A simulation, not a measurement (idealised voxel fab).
Documented hereafter: the process module known as voxel gate over fins.
Section cut is 220 nm wide and gridded with 5 nm square cells.
Cross-section layout: square cells on a grid; listed as bands, top to bottom; a band spans one or more cell rows. Each band's line starts with the height of the band's top and of its bottom, in nm. Then come its materials from left to right, each with its width in nm. One material with "edge to edge" fills the band from edge to edge. "blank" is empty space. Heights are expressed relative to 0, this being the level below which the as-received wafer comprises one material exclusively. The lowest band is unbounded in the downward direction and is denoted as in "0..down". Graded width ("30->40"): value in top row of band = first number; value in bottom row = second number; row-to-row change constant. Reading "nothing got changed" for a step: not a cell of the cross-section changed in it. Closed empty spaces (no open way to the top) of 8 cells or more are what "Unvented internal voids" lists, each as width x height at distance from the left edge, nm for all three. Text after the settings on a step's line: the simulator's own remark on that step. A step's line can hold "overlay nm"; with a mask on that step, the setting says how far right of the planned place the mask lay, while a negative setting says it lay to the left.
Process steps foreseen in the plan
1. RECEIVE with material Si
2. CONFORMAL_DEP with material SiN, thk nm 10
3. DIRECTIONAL_DEP with material aC, thk nm 15
4. PATTERN with tone cover, mask id FINS, material resist, width nm 15, pitch nm 40, thk nm 35, overlay nm 0
5. DIRECTIONAL_ETCH with etch materials aC, depth nm 15
6. STRIP with etch materials resist
7. DIRECTIONAL_ETCH with etch materials SiN, depth nm 10
8. DIRECTIONAL_ETCH with etch materials Si, depth nm 40
9. STRIP with etch materials aC
10. OXIDIZE with depth nm 5
11. FILL_DEP with material SiO2, thk nm 5
12. CMP with height nm 10
13. SELECTIVE_ETCH with etch materials SiO2, depth nm 25
14. STRIP with etch materials SiN
15. CONFORMAL_DEP with material HfO2, thk nm 5
16. CONFORMAL_DEP with material TiN, thk nm 5
17. CONFORMAL_DEP with material TiAl, thk nm 5
18. CONFORMAL_DEP with material TiN, thk nm 5
19. FILL_DEP with material W, thk nm 15
20. CMP with height nm 30
21. CONFORMAL_DEP with material SiCN, thk nm 5
Cross-section of the wafer upon arrival, representing the state reached after step 1
	0..down = Si edge to edge
	Unvented internal voids: none
Final cross-section, module run with one mistake (start and plan as above)
	35..30 = SiCN edge to edge
	30..20 = W edge to edge
	20..15 = 30 W  165 TiN  25 W
	15..10 = 30 W  5 TiN  35 TiAl  5 TiN  35 TiAl  5 TiN  35 TiAl  5 TiN  35 TiAl  5 TiN  25 W
	10..5 = 30 W  5 TiN  5 TiAl  25 TiN  5 TiAl  5 TiN  5 TiAl  25 TiN  5 TiAl  5 TiN  5 TiAl  25 TiN  5 TiAl  5 TiN  5 TiAl  25 TiN  5 TiAl  5 TiN  25 W
	5..0 = 35 TiN  5 TiAl  5 TiN  15 HfO2  5 TiN  5 TiAl  5 TiN  5 TiAl  5 TiN  15 HfO2  5 TiN  5 TiAl  5 TiN  5 TiAl  5 TiN  15 HfO2  5 TiN  5 TiAl  5 TiN  5 TiAl  5 TiN  15 HfO2  5 TiN  5 TiAl  30 TiN
	0..-5 = 40 TiAl  5 TiN  5 HfO2  5 Si  5 HfO2  5 TiN  15 TiAl  5 TiN  5 HfO2  5 Si  5 HfO2  5 TiN  15 TiAl  5 TiN  5 HfO2  5 Si  5 HfO2  5 TiN  15 TiAl  5 TiN  5 HfO2  5 Si  5 HfO2  5 TiN  35 TiAl
	-5..-10 = 45 TiN  5 HfO2  5 Si  5 HfO2  25 TiN  5 HfO2  5 Si  5 HfO2  25 TiN  5 HfO2  5 Si  5 HfO2  25 TiN  5 HfO2  5 Si  5 HfO2  40 TiN
	-10..-15 = 50 HfO2  5 Si  35 HfO2  5 Si  35 HfO2  5 Si  35 HfO2  5 Si  45 HfO2
	-15..-45 = 50 SiO2  5 Si  35 SiO2  5 Si  35 SiO2  5 Si  35 SiO2  5 Si  45 SiO2
	-45..down = Si edge to edge
	Unvented internal voids: none
The mistake made against the process plan was this: step 4 was processed under conditions differing from the plan, specifically as PATTERN with tone cover, mask id FINS, material resist, width nm 15, pitch nm 40, thk nm 35, overlay nm 5
